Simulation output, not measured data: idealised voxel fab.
The following process module bears the name voxel wiring stack.
The cross-section shown here is cut; it is 300 nm wide and divided into square cells measuring 5 nm on a side.
For the purposes of this document, a cross-section shall be understood as a grid of square cells, specified as bands listed in top-to-bottom order, each band consisting of one or more rows of cells. Within each band entry, the heights of the top and of the bottom of the band appear first, in that order and in nm; the materials of the band then follow from left to right, each with its corresponding width in nm. The designation "all across" on a single material indicates that it fills the band from edge to edge; the designation "blank" indicates empty space. Convention: height 0 is the level below which the wafer, as received, is all one material. The lowest band does not terminate at the bottom but continues downward, represented as "0 nm and below". Width spec "30..40" -> top row of cells at first value, bottom row at second value, equal per-row change in between. The cross-section has no changed cell in any step marked "no change occurred". The label "Unvented voids" introduces a list of the empty spaces, 8 cells or larger, that have no open way up to the top; each entry in it reads width x height at distance, where the distance is taken from the left edge and all three are stated in nm. Read whatever lies past the settings on a step's line as the simulator's own remark about the step. Each step line may optionally specify "overlay nm", which for a step with a mask gives the rightward distance between the mask's planned place and where it lay, a negative value indicating the leftward direction.

### Below is the list of planned process steps
1. op RECEIVE | material Si
2. op CONFORMAL_DEP | material SiO2 | thk nm 15
3. op DIRECTIONAL_DEP | material TiN | thk nm 5
4. op DIRECTIONAL_DEP | material W | thk nm 15
5. op PATTERN | tone cover | mask id METAL_1 | material resist | width nm 25 | pitch nm 55 | thk nm 20 | overlay nm 0
6. op DIRECTIONAL_ETCH | etch materials W | depth nm 15
7. op DIRECTIONAL_ETCH | etch materials TiN | depth nm 5
8. op STRIP | etch materials resist
9. op CONFORMAL_DEP | material SiCN | thk nm 5
10. op FILL_DEP | material lowk | thk nm 10
11. op CMP | height nm 35
12. op CONFORMAL_DEP | material SiCN | thk nm 5
13. op DIRECTIONAL_DEP | material lowk | thk nm 10
14. op DIRECTIONAL_DEP | material aC | thk nm 10
15. op PATTERN | tone open | mask id PLUG_1 | material resist | width nm 15 | thk nm 25 | overlay nm 0
16. op DIRECTIONAL_ETCH | etch materials aC | depth nm 10
17. op STRIP | etch materials resist
18. op DIRECTIONAL_ETCH | etch materials lowk | depth nm 10
19. op DIRECTIONAL_ETCH | etch materials SiCN | depth nm 5
20. op STRIP | etch materials aC
21. op CONFORMAL_DEP | material TiN | thk nm 5
22. op FILL_DEP | material Cu | thk nm 5
23. op CMP | height nm 50
24. op CONFORMAL_DEP | material SiCN | thk nm 5
25. op DIRECTIONAL_DEP | material lowk | thk nm 15
26. op MASKED_ETCH | tone open | mask id METAL_2 | width nm 25 | pitch nm 55 | etch materials lowk | depth nm 15 | overlay nm 0
27. op MASKED_ETCH | tone open | mask id METAL_2 | width nm 25 | pitch nm 55 | etch materials SiCN | depth nm 5 | overlay nm 0
28. op CONFORMAL_DEP | material TiN | thk nm 5
29. op FILL_DEP | material Cu | thk nm 5
30. op CMP | height nm 70
31. op CONFORMAL_DEP | material SiCN | thk nm 5
32. op DIRECTIONAL_DEP | material lowk | thk nm 15
33. op PATTERN | tone open | mask id PLUG_2 | material resist | width nm 15 | thk nm 15 | overlay nm 0
34. op DIRECTIONAL_ETCH | etch materials lowk | depth nm 15
35. op DIRECTIONAL_ETCH | etch materials SiCN | depth nm 5
36. op STRIP | etch materials resist
37. op CONFORMAL_DEP | material TiN | thk nm 5
38. op FILL_DEP | material Cu | thk nm 5
39. op CMP | height nm 90
40. op DIRECTIONAL_DEP | material TiN | thk nm 5
41. op DIRECTIONAL_DEP | material Ru | thk nm 20
42. op MASKED_ETCH | tone cover | mask id METAL_3 | width nm 25 | pitch nm 55 | etch materials Ru | depth nm 20 | overlay nm 0
43. op MASKED_ETCH | tone cover | mask id METAL_3 | width nm 25 | pitch nm 55 | etch materials TiN | depth nm 5 | overlay nm 0
44. op CONFORMAL_DEP | material SiCN | thk nm 5
45. op FILL_DEP | material SiO2 | thk nm 5
46. op CMP | height nm 115
47. op CONFORMAL_DEP | material SiCN | thk nm 5
48. op DIRECTIONAL_DEP | material lowk | thk nm 30
49. op PATTERN | tone open | mask id METAL_4_HOLES | material resist | width nm 15 | pitch nm 55 | thk nm 20 | overlay nm 0
50. op DIRECTIONAL_ETCH | etch materials lowk | depth nm 30
51. op STRIP | etch materials resist
52. op PATTERN | tone open | mask id METAL_4 | material resist | width nm 25 | pitch nm 55 | thk nm 15 | overlay nm 0
53. op DIRECTIONAL_ETCH | etch materials lowk | depth nm 15
54. op DIRECTIONAL_ETCH | etch materials SiCN | depth nm 5
55. op STRIP | etch materials resist
56. op CONFORMAL_DEP | material TiN | thk nm 5
57. op FILL_DEP | material Cu | thk nm 10
58. op CMP | height nm 150
59. op CONFORMAL_DEP | material SiN | thk nm 5

### Concerning the first of two wafers, which was run in accordance with the plan

### Delivered wafer in cross-section: state after step 1
    0 nm and below = Si all across
    Unvented voids: none

### The following cross-section depicts the wafer upon completion of step 2
    15 nm to 0 nm = SiO2 all across
    Nothing below the height 0 has changed.

### The following cross-section depicts the wafer upon completion of step 3
    20 nm to 15 nm = TiN all across
    Nothing below the height 15 has changed.

### The following cross-section depicts the wafer upon completion of step 4
    35 nm to 20 nm = W all across
    Nothing below the height 20 has changed.

### The following cross-section depicts the wafer upon completion of step 5
    55 nm to 35 nm = blank (110) | resist (25) | blank (30) | resist (25) | blank (110)
    Nothing below the height 35 has changed.

### The following cross-section depicts the wafer upon completion of step 6
    55 nm to 35 nm = blank (110) | resist (25) | blank (30) | resist (25) | blank (110)
    35 nm to 20 nm = blank (110) | W (25) | blank (30) | W (25) | blank (110)
    Nothing below the height 20 has changed.

### The following cross-section depicts the wafer upon completion of step 7
    55 nm to 35 nm = blank (110) | resist (25) | blank (30) | resist (25) | blank (110)
    35 nm to 20 nm = blank (110) | W (25) | blank (30) | W (25) | blank (110)
    20 nm to 15 nm = blank (110) | TiN (25) | blank (30) | TiN (25) | blank (110)
    Nothing below the height 15 has changed.

### The following cross-section depicts the wafer upon completion of step 8
    35 nm to 20 nm = blank (110) | W (25) | blank (30) | W (25) | blank (110)
    Nothing below the height 20 has changed.

### The following cross-section depicts the wafer upon completion of step 9
    40 nm to 35 nm = blank (105) | SiCN (35) | blank (20) | SiCN (35) | blank (105)
    35 nm to 20 nm = blank (105) | SiCN (5) | W (25) | SiCN (5) | blank (20) | SiCN (5) | W (25) | SiCN (5) | blank (105)
    20 nm to 15 nm = SiCN (110) | TiN (25) | SiCN (30) | TiN (25) | SiCN (110)
    Nothing below the height 15 has changed.

### The following cross-section depicts the wafer upon completion of step 10
    50 nm to 40 nm = lowk all across
    40 nm to 35 nm = lowk (105) | SiCN (35) | lowk (20) | SiCN (35) | lowk (105)
    35 nm to 20 nm = lowk (105) | SiCN (5) | W (25) | SiCN (5) | lowk (20) | SiCN (5) | W (25) | SiCN (5) | lowk (105)
    Nothing below the height 20 has changed.

### The following cross-section depicts the wafer upon completion of step 11
    35 nm to 20 nm = lowk (105) | SiCN (5) | W (25) | SiCN (5) | lowk (20) | SiCN (5) | W (25) | SiCN (5) | lowk (105)
    Nothing below the height 20 has changed.

### The following cross-section depicts the wafer upon completion of step 12
    40 nm to 35 nm = SiCN all across
    Nothing below the height 35 has changed.

### The following cross-section depicts the wafer upon completion of step 13
    50 nm to 40 nm = lowk all across
    Nothing below the height 40 has changed.

### The following cross-section depicts the wafer upon completion of step 14
    60 nm to 50 nm = aC all across
    Nothing below the height 50 has changed.

### The following cross-section depicts the wafer upon completion of step 15
    85 nm to 60 nm = resist (110) | blank (15) | resist (175)
    Nothing below the height 60 has changed.

### The following cross-section depicts the wafer upon completion of step 16
    75 nm to 60 nm = resist (110) | blank (15) | resist (175)
    60 nm to 50 nm = aC (110) | blank (15) | aC (175)
    Nothing below the height 50 has changed.

### The following cross-section depicts the wafer upon completion of step 17
    60 nm to 50 nm = aC (110) | blank (15) | aC (175)
    Nothing below the height 50 has changed.

### The following cross-section depicts the wafer upon completion of step 18
    60 nm to 50 nm = aC (110) | blank (15) | aC (175)
    50 nm to 40 nm = lowk (110) | blank (15) | lowk (175)
    Nothing below the height 40 has changed.

### The following cross-section depicts the wafer upon completion of step 19
    60 nm to 50 nm = aC (110) | blank (15) | aC (175)
    50 nm to 40 nm = lowk (110) | blank (15) | lowk (175)
    40 nm to 35 nm = SiCN (110) | blank (15) | SiCN (175)
    Nothing below the height 35 has changed.

### The following cross-section depicts the wafer upon completion of step 20
    50 nm to 40 nm = lowk (110) | blank (15) | lowk (175)
    Nothing below the height 40 has changed.

### The following cross-section depicts the wafer upon completion of step 21
    55 nm to 50 nm = TiN (115) | blank (5) | TiN (180)
    50 nm to 40 nm = lowk (110) | TiN (5) | blank (5) | TiN (5) | lowk (175)
    40 nm to 35 nm = SiCN (110) | TiN (15) | SiCN (175)
    Nothing below the height 35 has changed.

### The following cross-section depicts the wafer upon completion of step 22
    60 nm to 55 nm = Cu all across
    55 nm to 50 nm = TiN (115) | Cu (5) | TiN (180)
    50 nm to 40 nm = lowk (110) | TiN (5) | Cu (5) | TiN (5) | lowk (175)
    Nothing below the height 40 has changed.

### The following cross-section depicts the wafer upon completion of step 23
    50 nm to 40 nm = lowk (110) | TiN (5) | Cu (5) | TiN (5) | lowk (175)
    Nothing below the height 40 has changed.

### The following cross-section depicts the wafer upon completion of step 24
    55 nm to 50 nm = SiCN all across
    Nothing below the height 50 has changed.

### The following cross-section depicts the wafer upon completion of step 25
    70 nm to 55 nm = lowk all across
    Nothing below the height 55 has changed.

### The following cross-section depicts the wafer upon completion of step 26
    70 nm to 55 nm = lowk (110) | blank (25) | lowk (30) | blank (25) | lowk (110)
    Nothing below the height 55 has changed.

### The following cross-section depicts the wafer upon completion of step 27
    70 nm to 55 nm = lowk (110) | blank (25) | lowk (30) | blank (25) | lowk (110)
    55 nm to 50 nm = SiCN (110) | blank (25) | SiCN (30) | blank (25) | SiCN (110)
    Nothing below the height 50 has changed.

### The following cross-section depicts the wafer upon completion of step 28
    75 nm to 70 nm = TiN (115) | blank (15) | TiN (40) | blank (15) | TiN (115)
    70 nm to 55 nm = lowk (110) | TiN (5) | blank (15) | TiN (5) | lowk (30) | TiN (5) | blank (15) | TiN (5) | lowk (110)
    55 nm to 50 nm = SiCN (110) | TiN (25) | SiCN (30) | TiN (25) | SiCN (110)
    Nothing below the height 50 has changed.

### The following cross-section depicts the wafer upon completion of step 29
    80 nm to 75 nm = Cu all across
    75 nm to 70 nm = TiN (115) | Cu (15) | TiN (40) | Cu (15) | TiN (115)
    70 nm to 55 nm = lowk (110) | TiN (5) | Cu (15) | TiN (5) | lowk (30) | TiN (5) | Cu (15) | TiN (5) | lowk (110)
    Nothing below the height 55 has changed.

### The following cross-section depicts the wafer upon completion of step 30
    70 nm to 55 nm = lowk (110) | TiN (5) | Cu (15) | TiN (5) | lowk (30) | TiN (5) | Cu (15) | TiN (5) | lowk (110)
    Nothing below the height 55 has changed.

### The following cross-section depicts the wafer upon completion of step 31
    75 nm to 70 nm = SiCN all across
    Nothing below the height 70 has changed.

### The following cross-section depicts the wafer upon completion of step 32
    90 nm to 75 nm = lowk all across
    Nothing below the height 75 has changed.

### The following cross-section depicts the wafer upon completion of step 33
    105 nm to 90 nm = resist (110) | blank (15) | resist (175)
    Nothing below the height 90 has changed.

### The following cross-section depicts the wafer upon completion of step 34
    105 nm to 90 nm = resist (110) | blank (15) | resist (175)
    90 nm to 75 nm = lowk (110) | blank (15) | lowk (175)
    Nothing below the height 75 has changed.

### The following cross-section depicts the wafer upon completion of step 35
    105 nm to 90 nm = resist (110) | blank (15) | resist (175)
    90 nm to 75 nm = lowk (110) | blank (15) | lowk (175)
    75 nm to 70 nm = SiCN (110) | blank (15) | SiCN (175)
    Nothing below the height 70 has changed.

### The following cross-section depicts the wafer upon completion of step 36
    90 nm to 75 nm = lowk (110) | blank (15) | lowk (175)
    Nothing below the height 75 has changed.

### The following cross-section depicts the wafer upon completion of step 37
    95 nm to 90 nm = TiN (115) | blank (5) | TiN (180)
    90 nm to 75 nm = lowk (110) | TiN (5) | blank (5) | TiN (5) | lowk (175)
    75 nm to 70 nm = SiCN (110) | TiN (15) | SiCN (175)
    Nothing below the height 70 has changed.

### The following cross-section depicts the wafer upon completion of step 38
    100 nm to 95 nm = Cu all across
    95 nm to 90 nm = TiN (115) | Cu (5) | TiN (180)
    90 nm to 75 nm = lowk (110) | TiN (5) | Cu (5) | TiN (5) | lowk (175)
    Nothing below the height 75 has changed.

### The following cross-section depicts the wafer upon completion of step 39
    90 nm to 75 nm = lowk (110) | TiN (5) | Cu (5) | TiN (5) | lowk (175)
    Nothing below the height 75 has changed.

### The following cross-section depicts the wafer upon completion of step 40
    95 nm to 90 nm = TiN all across
    Nothing below the height 90 has changed.

### The following cross-section depicts the wafer upon completion of step 41
    115 nm to 95 nm = Ru all across
    Nothing below the height 95 has changed.

### The following cross-section depicts the wafer upon completion of step 42
    115 nm to 95 nm = blank (110) | Ru (25) | blank (30) | Ru (25) | blank (110)
    Nothing below the height 95 has changed.

### The following cross-section depicts the wafer upon completion of step 43
    115 nm to 95 nm = blank (110) | Ru (25) | blank (30) | Ru (25) | blank (110)
    95 nm to 90 nm = blank (110) | TiN (25) | blank (30) | TiN (25) | blank (110)
    Nothing below the height 90 has changed.

### The following cross-section depicts the wafer upon completion of step 44
    120 nm to 115 nm = blank (105) | SiCN (35) | blank (20) | SiCN (35) | blank (105)
    115 nm to 95 nm = blank (105) | SiCN (5) | Ru (25) | SiCN (5) | blank (20) | SiCN (5) | Ru (25) | SiCN (5) | blank (105)
    95 nm to 90 nm = SiCN (110) | TiN (25) | SiCN (30) | TiN (25) | SiCN (110)
    Nothing below the height 90 has changed.

### The following cross-section depicts the wafer upon completion of step 45
    125 nm to 120 nm = SiO2 all across
    120 nm to 115 nm = SiO2 (105) | SiCN (35) | SiO2 (20) | SiCN (35) | SiO2 (105)
    115 nm to 95 nm = SiO2 (105) | SiCN (5) | Ru (25) | SiCN (5) | SiO2 (20) | SiCN (5) | Ru (25) | SiCN (5) | SiO2 (105)
    Nothing below the height 95 has changed.

### The following cross-section depicts the wafer upon completion of step 46
    115 nm to 95 nm = SiO2 (105) | SiCN (5) | Ru (25) | SiCN (5) | SiO2 (20) | SiCN (5) | Ru (25) | SiCN (5) | SiO2 (105)
    Nothing below the height 95 has changed.

### The following cross-section depicts the wafer upon completion of step 47
    120 nm to 115 nm = SiCN all across
    Nothing below the height 115 has changed.

### The following cross-section depicts the wafer upon completion of step 48
    150 nm to 120 nm = lowk all across
    Nothing below the height 120 has changed.

### The following cross-section depicts the wafer upon completion of step 49
    170 nm to 150 nm = resist (110) | blank (15) | resist (40) | blank (15) | resist (120)
    Nothing below the height 150 has changed.

### The following cross-section depicts the wafer upon completion of step 50
    170 nm to 150 nm = resist (110) | blank (15) | resist (40) | blank (15) | resist (120)
    150 nm to 120 nm = lowk (110) | blank (15) | lowk (40) | blank (15) | lowk (120)
    Nothing below the height 120 has changed.

### The following cross-section depicts the wafer upon completion of step 51
    150 nm to 120 nm = lowk (110) | blank (15) | lowk (40) | blank (15) | lowk (120)
    Nothing below the height 120 has changed.

### The following cross-section depicts the wafer upon completion of step 52
    165 nm to 150 nm = resist (110) | blank (25) | resist (30) | blank (25) | resist (110)
    Nothing below the height 150 has changed.

### The following cross-section depicts the wafer upon completion of step 53
    165 nm to 150 nm = resist (110) | blank (25) | resist (30) | blank (25) | resist (110)
    150 nm to 135 nm = lowk (110) | blank (25) | lowk (30) | blank (25) | lowk (110)
    Nothing below the height 135 has changed.

### The following cross-section depicts the wafer upon completion of step 54
    165 nm to 150 nm = resist (110) | blank (25) | resist (30) | blank (25) | resist (110)
    150 nm to 135 nm = lowk (110) | blank (25) | lowk (30) | blank (25) | lowk (110)
    135 nm to 120 nm = lowk (110) | blank (15) | lowk (40) | blank (15) | lowk (120)
    120 nm to 115 nm = SiCN (110) | blank (15) | SiCN (40) | blank (15) | SiCN (120)
    Nothing below the height 115 has changed.

### The following cross-section depicts the wafer upon completion of step 55
    150 nm to 135 nm = lowk (110) | blank (25) | lowk (30) | blank (25) | lowk (110)
    Nothing below the height 135 has changed.

### The following cross-section depicts the wafer upon completion of step 56
    155 nm to 150 nm = TiN (115) | blank (15) | TiN (40) | blank (15) | TiN (115)
    150 nm to 140 nm = lowk (110) | TiN (5) | blank (15) | TiN (5) | lowk (30) | TiN (5) | blank (15) | TiN (5) | lowk (110)
    140 nm to 135 nm = lowk (110) | TiN (5) | blank (5) | TiN (15) | lowk (30) | TiN (5) | blank (5) | TiN (15) | lowk (110)
    135 nm to 120 nm = lowk (110) | TiN (5) | blank (5) | TiN (5) | lowk (40) | TiN (5) | blank (5) | TiN (5) | lowk (120)
    120 nm to 115 nm = SiCN (110) | TiN (15) | SiCN (40) | TiN (15) | SiCN (120)
    Nothing below the height 115 has changed.

### The following cross-section depicts the wafer upon completion of step 57
    165 nm to 155 nm = Cu all across
    155 nm to 150 nm = TiN (115) | Cu (15) | TiN (40) | Cu (15) | TiN (115)
    150 nm to 140 nm = lowk (110) | TiN (5) | Cu (15) | TiN (5) | lowk (30) | TiN (5) | Cu (15) | TiN (5) | lowk (110)
    140 nm to 135 nm = lowk (110) | TiN (5) | Cu (5) | TiN (15) | lowk (30) | TiN (5) | Cu (5) | TiN (15) | lowk (110)
    135 nm to 120 nm = lowk (110) | TiN (5) | Cu (5) | TiN (5) | lowk (40) | TiN (5) | Cu (5) | TiN (5) | lowk (120)
    Nothing below the height 120 has changed.

### The following cross-section depicts the wafer upon completion of step 58
    150 nm to 140 nm = lowk (110) | TiN (5) | Cu (15) | TiN (5) | lowk (30) | TiN (5) | Cu (15) | TiN (5) | lowk (110)
    Nothing below the height 140 has changed.

### The following cross-section depicts the wafer upon completion of step 59
    155 nm to 150 nm = SiN all across
    Nothing below the height 150 has changed.

### Wafer two. Identical start, identical plan. One mistake in execution. Identical history through step 47

### Cross-sectional view of the second wafer at the intended end time of process step 48
    180 nm to 120 nm = lowk all across
    Nothing below the height 120 has changed.

### Cross-sectional view of the second wafer at the intended end time of process step 49
    200 nm to 180 nm = resist (110) | blank (15) | resist (40) | blank (15) | resist (120)
    Nothing below the height 180 has changed.

### Cross-sectional view of the second wafer at the intended end time of process step 50
    200 nm to 180 nm = resist (110) | blank (15) | resist (40) | blank (15) | resist (120)
    180 nm to 150 nm = lowk (110) | blank (15) | lowk (40) | blank (15) | lowk (120)
    Nothing below the height 150 has changed.

### Cross-sectional view of the second wafer at the intended end time of process step 51
    180 nm to 150 nm = lowk (110) | blank (15) | lowk (40) | blank (15) | lowk (120)
    Nothing below the height 150 has changed.

### Cross-sectional view of the second wafer at the intended end time of process step 52
    195 nm to 180 nm = resist (110) | blank (25) | resist (30) | blank (25) | resist (110)
    Nothing below the height 180 has changed.

### Cross-sectional view of the second wafer at the intended end time of process step 53
    195 nm to 180 nm = resist (110) | blank (25) | resist (30) | blank (25) | resist (110)
    180 nm to 165 nm = lowk (110) | blank (25) | lowk (30) | blank (25) | lowk (110)
    165 nm to 135 nm = lowk (110) | blank (15) | lowk (40) | blank (15) | lowk (120)
    Nothing below the height 135 has changed.

Cross-sectional view of the second wafer at the intended end time of process step 54: no change occurred

### Cross-sectional view of the second wafer at the intended end time of process step 55
    180 nm to 165 nm = lowk (110) | blank (25) | lowk (30) | blank (25) | lowk (110)
    Nothing below the height 165 has changed.

### Cross-sectional view of the second wafer at the intended end time of process step 56
    185 nm to 180 nm = TiN (115) | blank (15) | TiN (40) | blank (15) | TiN (115)
    180 nm to 170 nm = lowk (110) | TiN (5) | blank (15) | TiN (5) | lowk (30) | TiN (5) | blank (15) | TiN (5) | lowk (110)
    170 nm to 165 nm = lowk (110) | TiN (5) | blank (5) | TiN (15) | lowk (30) | TiN (5) | blank (5) | TiN (15) | lowk (110)
    165 nm to 140 nm = lowk (110) | TiN (5) | blank (5) | TiN (5) | lowk (40) | TiN (5) | blank (5) | TiN (5) | lowk (120)
    140 nm to 135 nm = lowk (110) | TiN (15) | lowk (40) | TiN (15) | lowk (120)
    Nothing below the height 135 has changed.

### Cross-sectional view of the second wafer at the intended end time of process step 57
    195 nm to 185 nm = Cu all across
    185 nm to 180 nm = TiN (115) | Cu (15) | TiN (40) | Cu (15) | TiN (115)
    180 nm to 170 nm = lowk (110) | TiN (5) | Cu (15) | TiN (5) | lowk (30) | TiN (5) | Cu (15) | TiN (5) | lowk (110)
    170 nm to 165 nm = lowk (110) | TiN (5) | Cu (5) | TiN (15) | lowk (30) | TiN (5) | Cu (5) | TiN (15) | lowk (110)
    165 nm to 140 nm = lowk (110) | TiN (5) | Cu (5) | TiN (5) | lowk (40) | TiN (5) | Cu (5) | TiN (5) | lowk (120)
    Nothing below the height 140 has changed.

### Cross-sectional view of the second wafer at the intended end time of process step 58
    150 nm to 140 nm = lowk (110) | TiN (5) | Cu (5) | TiN (5) | lowk (40) | TiN (5) | Cu (5) | TiN (5) | lowk (120)
    Nothing below the height 140 has changed.

### Cross-sectional view of the second wafer at the intended end time of process step 59
    155 nm to 150 nm = SiN all across
    Nothing below the height 150 has changed.
Finding, execution versus plan: the plan's step 48 ran twice
Upon completion, the second wafer contains, in terms of cells, a greater or smaller amount of certain materials than the first wafer: 16 fewer of Cu; 6 more of SiCN; 20 fewer of TiN; 30 more of lowk
